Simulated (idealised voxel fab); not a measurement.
Process module, titled voxel self aligned vias
Pictured: cross-section cut, 235 nm wide, on a grid of 5 nm square cells.
A cross-section is written here as square cells arranged in a grid, and it is given in bands from the top down, each band taking up one or more rows of cells. Basically the band line says how high the top is and how high the bottom is, in nm, and then what's in it from left to right, every material with its width in nm. Empty space shows up as "blank", and if a single material carries "everywhere" it runs the full band edge to edge. Zero point of the height axis is 0; under it, received wafer = one material. Lowest band: continues down indefinitely, "z 0 and below". A width given as "30 to 40" starts at the first number in the band's top row and ends at the second number in its bottom row, shifting by an equal amount at every step from row to row. Where the words "nothing got changed" appear for a step, the cross-section shows no cell changed by that step; every cell remained as before. In the "Closed void entries" entry, you get each enclosed empty space of 8 cells or more, one with no open way to the top, written width x height at distance, distance from the left edge, in nm. What comes after the settings on a step's line is commentary from the simulator itself on that step. For masked steps, "overlay nm" on the step line gives how far right of plan the mask actually lay; a minus sign means it lay to the left.

[Process steps (planned)]
| 1 | RECEIVE: material Si |
| 2 | CONFORMAL_DEP: material SiO2, thk nm 15 |
| 3 | CONFORMAL_DEP: material SiCN, thk nm 5 |
| 4 | DIRECTIONAL_DEP: material SiO2, thk nm 30 |
| 5 | DIRECTIONAL_DEP: material aC, thk nm 15 |
| 6 | PATTERN: tone open, mask id LINES, material resist, width nm 25, pitch nm 60, thk nm 30, overlay nm 0 |
| 7 | DIRECTIONAL_ETCH: etch materials aC, depth nm 15 |
| 8 | STRIP: etch materials resist |
| 9 | DIRECTIONAL_ETCH: etch materials SiO2, depth nm 30 |
| 10 | STRIP: etch materials aC |
| 11 | CONFORMAL_DEP: material TiN, thk nm 5 |
| 12 | FILL_DEP: material W, thk nm 10 |
| 13 | CMP: height nm 50 |
| 14 | SELECTIVE_ETCH: etch materials W Ru TiN, depth nm 10 |
| 15 | FILL_DEP: material SiN, thk nm 10 |
| 16 | CMP: height nm 50 |
| 17 | DIRECTIONAL_DEP: material SiO2, thk nm 15 |
| 18 | MASKED_ETCH: tone open, mask id VIAS, width nm 45, etch materials SiO2, depth nm 15, overlay nm 0 |
| 19 | MASKED_ETCH: tone open, mask id VIAS, width nm 45, etch materials SiN, depth nm 10, overlay nm 0 |
| 20 | CONFORMAL_DEP: material TiN, thk nm 5 |
| 21 | FILL_DEP: material Ru, thk nm 5 |
| 22 | CMP: height nm 65 |
| 23 | CONFORMAL_DEP: material SiN, thk nm 5 |

[First of two wafers, with the run carried out as planned]

[The cross-section here shows the wafer as received, i.e. in its state after step 1]
    z 0 and below | Si everywhere
    Closed void entries: none

[So this is the wafer cross-section right after step 2]
    z 15 to 0 | SiO2 everywhere
    Unchanged below 0.

[So this is the wafer cross-section right after step 3]
    z 20 to 15 | SiCN everywhere
    Unchanged below 15.

[So this is the wafer cross-section right after step 4]
    z 50 to 20 | SiO2 everywhere
    Unchanged below 20.

[So this is the wafer cross-section right after step 5]
    z 65 to 50 | aC everywhere
    Unchanged below 50.

[So this is the wafer cross-section right after step 6]
    z 95 to 65 | resist 75 nm / blank 25 nm / resist 35 nm / blank 25 nm / resist 75 nm
    Unchanged below 65.

[So this is the wafer cross-section right after step 7]
    z 80 to 65 | resist 75 nm / blank 25 nm / resist 35 nm / blank 25 nm / resist 75 nm
    z 65 to 50 | aC 75 nm / blank 25 nm / aC 35 nm / blank 25 nm / aC 75 nm
    Unchanged below 50.

[So this is the wafer cross-section right after step 8]
    z 65 to 50 | aC 75 nm / blank 25 nm / aC 35 nm / blank 25 nm / aC 75 nm
    Unchanged below 50.

[So this is the wafer cross-section right after step 9]
    z 65 to 50 | aC 75 nm / blank 25 nm / aC 35 nm / blank 25 nm / aC 75 nm
    z 50 to 20 | SiO2 75 nm / blank 25 nm / SiO2 35 nm / blank 25 nm / SiO2 75 nm
    Unchanged below 20.

[So this is the wafer cross-section right after step 10]
    z 50 to 20 | SiO2 75 nm / blank 25 nm / SiO2 35 nm / blank 25 nm / SiO2 75 nm
    Unchanged below 20.

[So this is the wafer cross-section right after step 11]
    z 55 to 50 | TiN 80 nm / blank 15 nm / TiN 45 nm / blank 15 nm / TiN 80 nm
    z 50 to 25 | SiO2 75 nm / TiN 5 nm / blank 15 nm / TiN 5 nm / SiO2 35 nm / TiN 5 nm / blank 15 nm / TiN 5 nm / SiO2 75 nm
    z 25 to 20 | SiO2 75 nm / TiN 25 nm / SiO2 35 nm / TiN 25 nm / SiO2 75 nm
    Unchanged below 20.

[So this is the wafer cross-section right after step 12]
    z 65 to 55 | W everywhere
    z 55 to 50 | TiN 80 nm / W 15 nm / TiN 45 nm / W 15 nm / TiN 80 nm
    z 50 to 25 | SiO2 75 nm / TiN 5 nm / W 15 nm / TiN 5 nm / SiO2 35 nm / TiN 5 nm / W 15 nm / TiN 5 nm / SiO2 75 nm
    Unchanged below 25.

[So this is the wafer cross-section right after step 13]
    z 50 to 25 | SiO2 75 nm / TiN 5 nm / W 15 nm / TiN 5 nm / SiO2 35 nm / TiN 5 nm / W 15 nm / TiN 5 nm / SiO2 75 nm
    Unchanged below 25.

[So this is the wafer cross-section right after step 14]
    z 50 to 40 | SiO2 75 nm / blank 25 nm / SiO2 35 nm / blank 25 nm / SiO2 75 nm
    Unchanged below 40.

[So this is the wafer cross-section right after step 15]
    z 60 to 50 | SiN everywhere
    z 50 to 40 | SiO2 75 nm / SiN 25 nm / SiO2 35 nm / SiN 25 nm / SiO2 75 nm
    Unchanged below 40.

[So this is the wafer cross-section right after step 16]
    z 50 to 40 | SiO2 75 nm / SiN 25 nm / SiO2 35 nm / SiN 25 nm / SiO2 75 nm
    Unchanged below 40.

[So this is the wafer cross-section right after step 17]
    z 65 to 50 | SiO2 everywhere
    Unchanged below 50.

[So this is the wafer cross-section right after step 18]
    z 65 to 50 | SiO2 65 nm / blank 45 nm / SiO2 125 nm
    Unchanged below 50.

[So this is the wafer cross-section right after step 19]
    z 65 to 50 | SiO2 65 nm / blank 45 nm / SiO2 125 nm
    z 50 to 40 | SiO2 75 nm / blank 25 nm / SiO2 35 nm / SiN 25 nm / SiO2 75 nm
    Unchanged below 40.

[So this is the wafer cross-section right after step 20]
    z 70 to 65 | TiN 70 nm / blank 35 nm / TiN 130 nm
    z 65 to 55 | SiO2 65 nm / TiN 5 nm / blank 35 nm / TiN 5 nm / SiO2 125 nm
    z 55 to 50 | SiO2 65 nm / TiN 15 nm / blank 15 nm / TiN 15 nm / SiO2 125 nm
    z 50 to 45 | SiO2 75 nm / TiN 5 nm / blank 15 nm / TiN 5 nm / SiO2 35 nm / SiN 25 nm / SiO2 75 nm
    z 45 to 40 | SiO2 75 nm / TiN 25 nm / SiO2 35 nm / SiN 25 nm / SiO2 75 nm
    Unchanged below 40.

[So this is the wafer cross-section right after step 21]
    z 75 to 70 | Ru everywhere
    z 70 to 65 | TiN 70 nm / Ru 35 nm / TiN 130 nm
    z 65 to 55 | SiO2 65 nm / TiN 5 nm / Ru 35 nm / TiN 5 nm / SiO2 125 nm
    z 55 to 50 | SiO2 65 nm / TiN 15 nm / Ru 15 nm / TiN 15 nm / SiO2 125 nm
    z 50 to 45 | SiO2 75 nm / TiN 5 nm / Ru 15 nm / TiN 5 nm / SiO2 35 nm / SiN 25 nm / SiO2 75 nm
    Unchanged below 45.

[So this is the wafer cross-section right after step 22]
    z 65 to 55 | SiO2 65 nm / TiN 5 nm / Ru 35 nm / TiN 5 nm / SiO2 125 nm
    Unchanged below 55.

[So this is the wafer cross-section right after step 23]
    z 70 to 65 | SiN everywhere
    Unchanged below 65.

[Now the other wafer: same start, same recipe, but we messed up one thing when running it. Up to and including step 5 it's the same as the first one]

[Second wafer shown in cross-section at the time step 6 was slated to end]
    z 95 to 65 | resist 80 nm / blank 15 nm / resist 45 nm / blank 15 nm / resist 80 nm
    Unchanged below 65.

[Second wafer shown in cross-section at the time step 7 was slated to end]
    z 80 to 65 | resist 80 nm / blank 15 nm / resist 45 nm / blank 15 nm / resist 80 nm
    z 65 to 50 | aC 80 nm / blank 15 nm / aC 45 nm / blank 15 nm / aC 80 nm
    Unchanged below 50.

[Second wafer shown in cross-section at the time step 8 was slated to end]
    z 65 to 50 | aC 80 nm / blank 15 nm / aC 45 nm / blank 15 nm / aC 80 nm
    Unchanged below 50.

[Second wafer shown in cross-section at the time step 9 was slated to end]
    z 65 to 50 | aC 80 nm / blank 15 nm / aC 45 nm / blank 15 nm / aC 80 nm
    z 50 to 20 | SiO2 80 nm / blank 15 nm / SiO2 45 nm / blank 15 nm / SiO2 80 nm
    Unchanged below 20.

[Second wafer shown in cross-section at the time step 10 was slated to end]
    z 50 to 20 | SiO2 80 nm / blank 15 nm / SiO2 45 nm / blank 15 nm / SiO2 80 nm
    Unchanged below 20.

[Second wafer shown in cross-section at the time step 11 was slated to end]
    z 55 to 50 | TiN 85 nm / blank 5 nm / TiN 55 nm / blank 5 nm / TiN 85 nm
    z 50 to 25 | SiO2 80 nm / TiN 5 nm / blank 5 nm / TiN 5 nm / SiO2 45 nm / TiN 5 nm / blank 5 nm / TiN 5 nm / SiO2 80 nm
    z 25 to 20 | SiO2 80 nm / TiN 15 nm / SiO2 45 nm / TiN 15 nm / SiO2 80 nm
    Unchanged below 20.

[Second wafer shown in cross-section at the time step 12 was slated to end]
    z 65 to 55 | W everywhere
    z 55 to 50 | TiN 85 nm / W 5 nm / TiN 55 nm / W 5 nm / TiN 85 nm
    z 50 to 25 | SiO2 80 nm / TiN 5 nm / W 5 nm / TiN 5 nm / SiO2 45 nm / TiN 5 nm / W 5 nm / TiN 5 nm / SiO2 80 nm
    Unchanged below 25.

[Second wafer shown in cross-section at the time step 13 was slated to end]
    z 50 to 25 | SiO2 80 nm / TiN 5 nm / W 5 nm / TiN 5 nm / SiO2 45 nm / TiN 5 nm / W 5 nm / TiN 5 nm / SiO2 80 nm
    Unchanged below 25.

[Second wafer shown in cross-section at the time step 14 was slated to end]
    z 50 to 40 | SiO2 80 nm / blank 15 nm / SiO2 45 nm / blank 15 nm / SiO2 80 nm
    Unchanged below 40.

[Second wafer shown in cross-section at the time step 15 was slated to end]
    z 60 to 50 | SiN everywhere
    z 50 to 40 | SiO2 80 nm / SiN 15 nm / SiO2 45 nm / SiN 15 nm / SiO2 80 nm
    Unchanged below 40.

[Second wafer shown in cross-section at the time step 16 was slated to end]
    z 50 to 40 | SiO2 80 nm / SiN 15 nm / SiO2 45 nm / SiN 15 nm / SiO2 80 nm
    Unchanged below 40.

[Second wafer shown in cross-section at the time step 17 was slated to end]
    z 65 to 50 | SiO2 everywhere
    Unchanged below 50.

[Second wafer shown in cross-section at the time step 18 was slated to end]
    z 65 to 50 | SiO2 65 nm / blank 45 nm / SiO2 125 nm
    Unchanged below 50.

[Second wafer shown in cross-section at the time step 19 was slated to end]
    z 65 to 50 | SiO2 65 nm / blank 45 nm / SiO2 125 nm
    z 50 to 40 | SiO2 80 nm / blank 15 nm / SiO2 45 nm / SiN 15 nm / SiO2 80 nm
    Unchanged below 40.

[Second wafer shown in cross-section at the time step 20 was slated to end]
    z 70 to 65 | TiN 70 nm / blank 35 nm / TiN 130 nm
    z 65 to 55 | SiO2 65 nm / TiN 5 nm / blank 35 nm / TiN 5 nm / SiO2 125 nm
    z 55 to 50 | SiO2 65 nm / TiN 20 nm / blank 5 nm / TiN 20 nm / SiO2 125 nm
    z 50 to 45 | SiO2 80 nm / TiN 5 nm / blank 5 nm / TiN 5 nm / SiO2 45 nm / SiN 15 nm / SiO2 80 nm
    z 45 to 40 | SiO2 80 nm / TiN 15 nm / SiO2 45 nm / SiN 15 nm / SiO2 80 nm
    Unchanged below 40.

[Second wafer shown in cross-section at the time step 21 was slated to end]
    z 75 to 70 | Ru everywhere
    z 70 to 65 | TiN 70 nm / Ru 35 nm / TiN 130 nm
    z 65 to 55 | SiO2 65 nm / TiN 5 nm / Ru 35 nm / TiN 5 nm / SiO2 125 nm
    z 55 to 50 | SiO2 65 nm / TiN 20 nm / Ru 5 nm / TiN 20 nm / SiO2 125 nm
    z 50 to 45 | SiO2 80 nm / TiN 5 nm / Ru 5 nm / TiN 5 nm / SiO2 45 nm / SiN 15 nm / SiO2 80 nm
    Unchanged below 45.

[Second wafer shown in cross-section at the time step 22 was slated to end]
    z 65 to 55 | SiO2 65 nm / TiN 5 nm / Ru 35 nm / TiN 5 nm / SiO2 125 nm
    Unchanged below 55.

[Second wafer shown in cross-section at the time step 23 was slated to end]
    z 70 to 65 | SiN everywhere
    Unchanged below 65.
Misprocessing identified: step 6 ran with different settings than intended, the actual operation and settings being PATTERN: tone open, mask id LINES, material resist, width nm 15, pitch nm 60, thk nm 30, overlay nm 0
Upon completion, the second wafer contains, in terms of cells, a greater or smaller amount of certain materials than the first wafer: -4 Ru; -4 SiN; +24 SiO2; -4 TiN; -12 W
